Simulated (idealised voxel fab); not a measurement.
The document below concerns the process module designated voxel self aligned contacts.
Pictured: cross-section cut, 195 nm wide, on a grid of 5 nm square cells.
This document writes a cross-section as a grid whose cells are square, and gives it as bands, listed from the top down; one or more rows of cells form a band. Within each band entry, the heights of the top and of the bottom of the band appear first, in that order and in nm; the materials of the band then follow from left to right, each with its corresponding width in nm. The designation "edge to edge" on a single material indicates that it fills the band from edge to edge; the designation "blank" indicates empty space. Counting heights begins at 0, where everything beneath is, in the wafer as received, one material. The lowest band has no bottom; it goes on downwards, as "top 0, no bottom" shows. You'd read "30..40" like this: the band's top row of cells is as wide as the first number, its bottom row is as wide as the second, and going down, every row changes width by the same amount as the row before did. Given "no modifications" for a step, no cell of the cross-section differs between before and after that step. "Voids lacking openings" - sealed voids, min. 8 cells, no opening to top; format: width x height at distance (distance from left edge; nm throughout). Past the settings on a step's line: simulator remark, on that step. overlay nm: where the mask lay relative to plan, measured to the right, on steps with a mask; negatives go left. Each pair below shows a cross-section before one step and the cross-section after it, down to the lowest band that changed. The line under each pair gives the step between them, with its settings. The pairs can come from different runs of this module on the same starting wafer, so a pair continues from the pair above only where its "Snapshot before" says so.
Snapshot before
- top 65, bottom 50 = aC (75) | blank (40) | aC (80)
- top 50, bottom 45 = SiO2 (75) | blank (40) | SiO2 (80)
- top 45, bottom 20 = SiO2 (35) | SiN (50) | blank (20) | SiN (50) | SiO2 (40)
- top 20, bottom 0 = SiO2 (35) | SiN (10) | polySi (30) | SiN (10) | blank (20) | SiN (10) | polySi (30) | SiN (10) | SiO2 (40)
- top 0, bottom -5 = SiO2 (85) | blank (20) | SiO2 (90)
- top -5, no bottom = Si edge to edge
- Voids lacking openings: none
Resultant Cross-Section
- top 50, bottom 45 = SiO2 (75) | blank (40) | SiO2 (80)
- Rest of section, below 45: as before.
- Voids lacking openings: none
Between the two cross-sections shown above, the process step is STRIP [etch materials aC]
Snapshot before: no separate figure, the pair right above already shows it after its step.
Resultant Cross-Section
- top 55, bottom 50 = TiN (80) | blank (30) | TiN (85)
- top 50, bottom 45 = SiO2 (75) | TiN (15) | blank (10) | TiN (15) | SiO2 (80)
- top 45, bottom 20 = SiO2 (35) | SiN (50) | TiN (5) | blank (10) | TiN (5) | SiN (50) | SiO2 (40)
- top 20, bottom 0 = SiO2 (35) | SiN (10) | polySi (30) | SiN (10) | TiN (5) | blank (10) | TiN (5) | SiN (10) | polySi (30) | SiN (10) | SiO2 (40)
- top 0, bottom -5 = SiO2 (85) | TiN (20) | SiO2 (90)
- Rest of section, below -5: as before.
- Voids lacking openings: none
Between the two cross-sections shown above, the process step is CONFORMAL_DEP [material TiN] [thk nm 5]
Snapshot before: no separate figure, the pair right above already shows it after its step.
Resultant Cross-Section
- top 65, bottom 55 = Ru edge to edge
- top 55, bottom 50 = TiN (80) | Ru (30) | TiN (85)
- top 50, bottom 45 = SiO2 (75) | TiN (15) | Ru (10) | TiN (15) | SiO2 (80)
- top 45, bottom 20 = SiO2 (35) | SiN (50) | TiN (5) | Ru (10) | TiN (5) | SiN (50) | SiO2 (40)
- top 20, bottom 0 = SiO2 (35) | SiN (10) | polySi (30) | SiN (10) | TiN (5) | Ru (10) | TiN (5) | SiN (10) | polySi (30) | SiN (10) | SiO2 (40)
- Rest of section, below 0: as before.
- Voids lacking openings: none
Between the two cross-sections shown above, the process step is FILL_DEP [material Ru] [thk nm 10]
Snapshot before: no separate figure, the pair right above already shows it after its step.
Resultant Cross-Section
- top 50, bottom 45 = SiO2 (75) | TiN (15) | Ru (10) | TiN (15) | SiO2 (80)
- Rest of section, below 45: as before.
- Voids lacking openings: none
Between the two cross-sections shown above, the process step is CMP [height nm 50]
Snapshot before: no separate figure, the pair right above already shows it after its step.
Resultant Cross-Section
- top 55, bottom 50 = SiCN edge to edge
- Rest of section, below 50: as before.
- Voids lacking openings: none
Between the two cross-sections shown above, the process step is CONFORMAL_DEP [material SiCN] [thk nm 5]
Snapshot before
- top 65, bottom 50 = aC edge to edge
- top 50, bottom 45 = SiO2 edge to edge
- top 45, bottom 20 = SiO2 (35) | SiN (50) | SiO2 (20) | SiN (50) | SiO2 (40)
- top 20, bottom 0 = SiO2 (35) | SiN (10) | polySi (30) | SiN (10) | SiO2 (20) | SiN (10) | polySi (30) | SiN (10) | SiO2 (40)
- top 0, bottom -5 = SiO2 edge to edge
- top -5, no bottom = Si edge to edge
- Voids lacking openings: none
Resultant Cross-Section
- top 100, bottom 65 = resist (60) | blank (50) | resist (85)
- Rest of section, below 65: as before.
- Voids lacking openings: none
Between the two cross-sections shown above, the process step is PATTERN [tone open] [mask id CONTACT] [material resist] [width nm 50] [thk nm 35] [overlay nm -10]
Snapshot before: no separate figure, the pair right above already shows it after its step.
Resultant Cross-Section
- top 85, bottom 65 = resist (60) | blank (50) | resist (85)
- top 65, bottom 50 = aC (60) | blank (50) | aC (85)
- Rest of section, below 50: as before.
- Voids lacking openings: none
Between the two cross-sections shown above, the process step is DIRECTIONAL_ETCH [etch materials aC] [depth nm 15]
Snapshot before: no separate figure, the pair right above already shows it after its step.
Resultant Cross-Section
- top 65, bottom 50 = aC (60) | blank (50) | aC (85)
- Rest of section, below 50: as before.
- Voids lacking openings: none
Between the two cross-sections shown above, the process step is STRIP [etch materials resist]
Snapshot before: no separate figure, the pair right above already shows it after its step.
Resultant Cross-Section
- top 65, bottom 50 = aC (60) | blank (50) | aC (85)
- top 50, bottom 45 = SiO2 (60) | blank (50) | SiO2 (85)
- top 45, bottom 20 = SiO2 (35) | SiN (50) | blank (20) | SiN (50) | SiO2 (40)
- top 20, bottom 0 = SiO2 (35) | SiN (10) | polySi (30) | SiN (10) | blank (20) | SiN (10) | polySi (30) | SiN (10) | SiO2 (40)
- top 0, bottom -5 = SiO2 (85) | blank (20) | SiO2 (90)
- Rest of section, below -5: as before.
- Voids lacking openings: none
Between the two cross-sections shown above, the process step is DIRECTIONAL_ETCH [etch materials SiO2] [depth nm 55]
Snapshot before: no separate figure, the pair right above already shows it after its step.
Resultant Cross-Section
- top 50, bottom 45 = SiO2 (60) | blank (50) | SiO2 (85)
- Rest of section, below 45: as before.
- Voids lacking openings: none
Between the two cross-sections shown above, the process step is STRIP [etch materials aC]
Snapshot before: no separate figure, the pair right above already shows it after its step.
Resultant Cross-Section
- top 55, bottom 50 = TiN (65) | blank (40) | TiN (90)
- top 50, bottom 45 = SiO2 (60) | TiN (30) | blank (10) | TiN (10) | SiO2 (85)
- top 45, bottom 20 = SiO2 (35) | SiN (50) | TiN (5) | blank (10) | TiN (5) | SiN (50) | SiO2 (40)
- top 20, bottom 0 = SiO2 (35) | SiN (10) | polySi (30) | SiN (10) | TiN (5) | blank (10) | TiN (5) | SiN (10) | polySi (30) | SiN (10) | SiO2 (40)
- top 0, bottom -5 = SiO2 (85) | TiN (20) | SiO2 (90)
- Rest of section, below -5: as before.
- Voids lacking openings: none
Between the two cross-sections shown above, the process step is CONFORMAL_DEP [material TiN] [thk nm 5]
Snapshot before: no separate figure, the pair right above already shows it after its step.
Resultant Cross-Section
- top 65, bottom 55 = Ru edge to edge
- top 55, bottom 50 = TiN (65) | Ru (40) | TiN (90)
- top 50, bottom 45 = SiO2 (60) | TiN (30) | Ru (10) | TiN (10) | SiO2 (85)
- top 45, bottom 20 = SiO2 (35) | SiN (50) | TiN (5) | Ru (10) | TiN (5) | SiN (50) | SiO2 (40)
- top 20, bottom 0 = SiO2 (35) | SiN (10) | polySi (30) | SiN (10) | TiN (5) | Ru (10) | TiN (5) | SiN (10) | polySi (30) | SiN (10) | SiO2 (40)
- Rest of section, below 0: as before.
- Voids lacking openings: none
Between the two cross-sections shown above, the process step is FILL_DEP [material Ru] [thk nm 10]
Snapshot before: no separate figure, the pair right above already shows it after its step.
Resultant Cross-Section
- top 50, bottom 45 = SiO2 (60) | TiN (30) | Ru (10) | TiN (10) | SiO2 (85)
- Rest of section, below 45: as before.
- Voids lacking openings: none
Between the two cross-sections shown above, the process step is CMP [height nm 50]
Snapshot before: no separate figure, the pair right above already shows it after its step.
Resultant Cross-Section
- top 55, bottom 50 = SiCN edge to edge
- Rest of section, below 50: as before.
- Voids lacking openings: none
Between the two cross-sections shown above, the process step is CONFORMAL_DEP [material SiCN] [thk nm 5]
Snapshot before
- top 20, bottom 0 = polySi edge to edge
- top 0, bottom -5 = SiO2 edge to edge
- top -5, no bottom = Si edge to edge
- Voids lacking openings: none
Resultant Cross-Section
- top 45, bottom 20 = Ru edge to edge
- Rest of section, below 20: as before.
- Voids lacking openings: none
Between the two cross-sections shown above, the process step is DIRECTIONAL_DEP [material Ru] [thk nm 25]
Snapshot before: no separate figure, the pair right above already shows it after its step.
Resultant Cross-Section
- top 55, bottom 45 = SiN edge to edge
- Rest of section, below 45: as before.
- Voids lacking openings: none
Between the two cross-sections shown above, the process step is CONFORMAL_DEP [material SiN] [thk nm 10]
Snapshot before: no separate figure, the pair right above already shows it after its step.
Resultant Cross-Section
- top 45, bottom 20 = Ru edge to edge
- Rest of section, below 20: as before.
- Voids lacking openings: none
Between the two cross-sections shown above, the process step is DIRECTIONAL_ETCH [etch materials SiN] [depth nm 10]
Snapshot before: no separate figure, the pair right above already shows it after its step.
Resultant Cross-Section
- top 60, bottom 45 = SiO2 edge to edge
- Rest of section, below 45: as before.
- Voids lacking openings: none
Between the two cross-sections shown above, the process step is FILL_DEP [material SiO2] [thk nm 15]
Snapshot before: no separate figure, the pair right above already shows it after its step.
Resultant Cross-Section
- top 50, bottom 45 = SiO2 edge to edge
- Rest of section, below 45: as before.
- Voids lacking openings: none
Between the two cross-sections shown above, the process step is CMP [height nm 50]
Snapshot before: no separate figure, the pair right above already shows it after its step.
Resultant Cross-Section
- top 65, bottom 50 = aC edge to edge
- Rest of section, below 50: as before.
- Voids lacking openings: none
Between the two cross-sections shown above, the process step is DIRECTIONAL_DEP [material aC] [thk nm 15]
Snapshot before: no separate figure, the pair right above already shows it after its step.
Resultant Cross-Section
- top 100, bottom 65 = resist (70) | blank (50) | resist (75)
- Rest of section, below 65: as before.
- Voids lacking openings: none
Between the two cross-sections shown above, the process step is PATTERN [tone open] [mask id CONTACT] [material resist] [width nm 50] [thk nm 35] [overlay nm 0]
Snapshot before: no separate figure, the pair right above already shows it after its step.
Resultant Cross-Section
- top 85, bottom 65 = resist (70) | blank (50) | resist (75)
- top 65, bottom 50 = aC (70) | blank (50) | aC (75)
- Rest of section, below 50: as before.
- Voids lacking openings: none
Between the two cross-sections shown above, the process step is DIRECTIONAL_ETCH [etch materials aC] [depth nm 15]
Snapshot before: no separate figure, the pair right above already shows it after its step.
Resultant Cross-Section
- top 65, bottom 50 = aC (70) | blank (50) | aC (75)
- Rest of section, below 50: as before.
- Voids lacking openings: none
Between the two cross-sections shown above, the process step is STRIP [etch materials resist]
Snapshot before: no separate figure, the pair right above already shows it after its step.
Resultant Cross-Section
- top 65, bottom 50 = aC (70) | blank (50) | aC (75)
- top 50, bottom 45 = SiO2 (70) | blank (50) | SiO2 (75)
- Rest of section, below 45: as before.
- Voids lacking openings: none
Between the two cross-sections shown above, the process step is DIRECTIONAL_ETCH [etch materials SiO2] [depth nm 55]
Snapshot before: no separate figure, the pair right above already shows it after its step.
Resultant Cross-Section
- top 50, bottom 45 = SiO2 (70) | blank (50) | SiO2 (75)
- Rest of section, below 45: as before.
- Voids lacking openings: none
Between the two cross-sections shown above, the process step is STRIP [etch materials aC]
Snapshot before: no separate figure, the pair right above already shows it after its step.
Resultant Cross-Section
- top 55, bottom 50 = TiN (75) | blank (40) | TiN (80)
- top 50, bottom 45 = SiO2 (70) | TiN (50) | SiO2 (75)
- Rest of section, below 45: as before.
- Voids lacking openings: none
Between the two cross-sections shown above, the process step is CONFORMAL_DEP [material TiN] [thk nm 5]
Snapshot before: no separate figure, the pair right above already shows it after its step.
Resultant Cross-Section
- top 65, bottom 55 = Ru edge to edge
- top 55, bottom 50 = TiN (75) | Ru (40) | TiN (80)
- Rest of section, below 50: as before.
- Voids lacking openings: none
Between the two cross-sections shown above, the process step is FILL_DEP [material Ru] [thk nm 10]
Snapshot before: no separate figure, the pair right above already shows it after its step.
Resultant Cross-Section
- top 50, bottom 45 = SiO2 (70) | TiN (50) | SiO2 (75)
- Rest of section, below 45: as before.
- Voids lacking openings: none
Between the two cross-sections shown above, the process step is CMP [height nm 50]
Snapshot before: no separate figure, the pair right above already shows it after its step.
Resultant Cross-Section
- top 55, bottom 50 = SiCN edge to edge
- Rest of section, below 50: as before.
- Voids lacking openings: none
Between the two cross-sections shown above, the process step is CONFORMAL_DEP [material SiCN] [thk nm 5]
Snapshot before
- top 65, bottom 50 = aC edge to edge
- top 50, bottom 45 = SiO2 edge to edge
- top 45, bottom 20 = SiO2 (35) | SiN (50) | SiO2 (20) | SiN (50) | SiO2 (40)
- top 20, bottom 0 = SiO2 (35) | SiN (10) | polySi (30) | SiN (10) | SiO2 (20) | SiN (10) | polySi (30) | SiN (10) | SiO2 (40)
- top 0, bottom -5 = SiO2 edge to edge
- top -5, no bottom = Si edge to edge
- Voids lacking openings: none
Resultant Cross-Section
- top 100, bottom 65 = blank (70) | resist (50) | blank (75)
- Rest of section, below 65: as before.
- Voids lacking openings: none
Between the two cross-sections shown above, the process step is PATTERN [tone cover] [mask id CONTACT] [material resist] [width nm 50] [thk nm 35] [overlay nm 0]
Snapshot before: no separate figure, the pair right above already shows it after its step.
Resultant Cross-Section
- top 85, bottom 65 = blank (70) | resist (50) | blank (75)
- top 65, bottom 50 = blank (70) | aC (50) | blank (75)
- Rest of section, below 50: as before.
- Voids lacking openings: none
Between the two cross-sections shown above, the process step is DIRECTIONAL_ETCH [etch materials aC] [depth nm 15]
Snapshot before: no separate figure, the pair right above already shows it after its step.
Resultant Cross-Section
- top 65, bottom 50 = blank (70) | aC (50) | blank (75)
- Rest of section, below 50: as before.
- Voids lacking openings: none
Between the two cross-sections shown above, the process step is STRIP [etch materials resist]
Snapshot before: no separate figure, the pair right above already shows it after its step.
Resultant Cross-Section
- top 65, bottom 50 = blank (70) | aC (50) | blank (75)
- top 50, bottom 45 = blank (70) | SiO2 (50) | blank (75)
- top 45, bottom 20 = blank (35) | SiN (50) | SiO2 (20) | SiN (50) | blank (40)
- top 20, bottom 0 = blank (35) | SiN (10) | polySi (30) | SiN (10) | SiO2 (20) | SiN (10) | polySi (30) | SiN (10) | blank (40)
- top 0, bottom -5 = blank (35) | SiO2 (120) | blank (40)
- Rest of section, below -5: as before.
- Voids lacking openings: none
Between the two cross-sections shown above, the process step is DIRECTIONAL_ETCH [etch materials SiO2] [depth nm 55]
Snapshot before: no separate figure, the pair right above already shows it after its step.
Resultant Cross-Section
- top 50, bottom 45 = blank (70) | SiO2 (50) | blank (75)
- Rest of section, below 45: as before.
- Voids lacking openings: none
Between the two cross-sections shown above, the process step is STRIP [etch materials aC]
Snapshot before: no separate figure, the pair right above already shows it after its step.
Resultant Cross-Section
- top 55, bottom 50 = blank (65) | TiN (60) | blank (70)
- top 50, bottom 45 = blank (30) | TiN (40) | SiO2 (50) | TiN (40) | blank (35)
- top 45, bottom 20 = blank (30) | TiN (5) | SiN (50) | SiO2 (20) | SiN (50) | TiN (5) | blank (35)
- top 20, bottom 0 = blank (30) | TiN (5) | SiN (10) | polySi (30) | SiN (10) | SiO2 (20) | SiN (10) | polySi (30) | SiN (10) | TiN (5) | blank (35)
- top 0, bottom -5 = TiN (35) | SiO2 (120) | TiN (40)
- Rest of section, below -5: as before.
- Voids lacking openings: none
Between the two cross-sections shown above, the process step is CONFORMAL_DEP [material TiN] [thk nm 5]
Snapshot before: no separate figure, the pair right above already shows it after its step.
Resultant Cross-Section
- top 65, bottom 55 = Ru edge to edge
- top 55, bottom 50 = Ru (65) | TiN (60) | Ru (70)
- top 50, bottom 45 = Ru (30) | TiN (40) | SiO2 (50) | TiN (40) | Ru (35)
- top 45, bottom 20 = Ru (30) | TiN (5) | SiN (50) | SiO2 (20) | SiN (50) | TiN (5) | Ru (35)
- top 20, bottom 0 = Ru (30) | TiN (5) | SiN (10) | polySi (30) | SiN (10) | SiO2 (20) | SiN (10) | polySi (30) | SiN (10) | TiN (5) | Ru (35)
- Rest of section, below 0: as before.
- Voids lacking openings: none
Between the two cross-sections shown above, the process step is FILL_DEP [material Ru] [thk nm 10]
Snapshot before: no separate figure, the pair right above already shows it after its step.
Resultant Cross-Section
- top 50, bottom 45 = Ru (30) | TiN (40) | SiO2 (50) | TiN (40) | Ru (35)
- Rest of section, below 45: as before.
- Voids lacking openings: none
Between the two cross-sections shown above, the process step is CMP [height nm 50]
Snapshot before: no separate figure, the pair right above already shows it after its step.
Resultant Cross-Section
- top 55, bottom 50 = SiCN edge to edge
- Rest of section, below 50: as before.
- Voids lacking openings: none
Between the two cross-sections shown above, the process step is CONFORMAL_DEP [material SiCN] [thk nm 5]
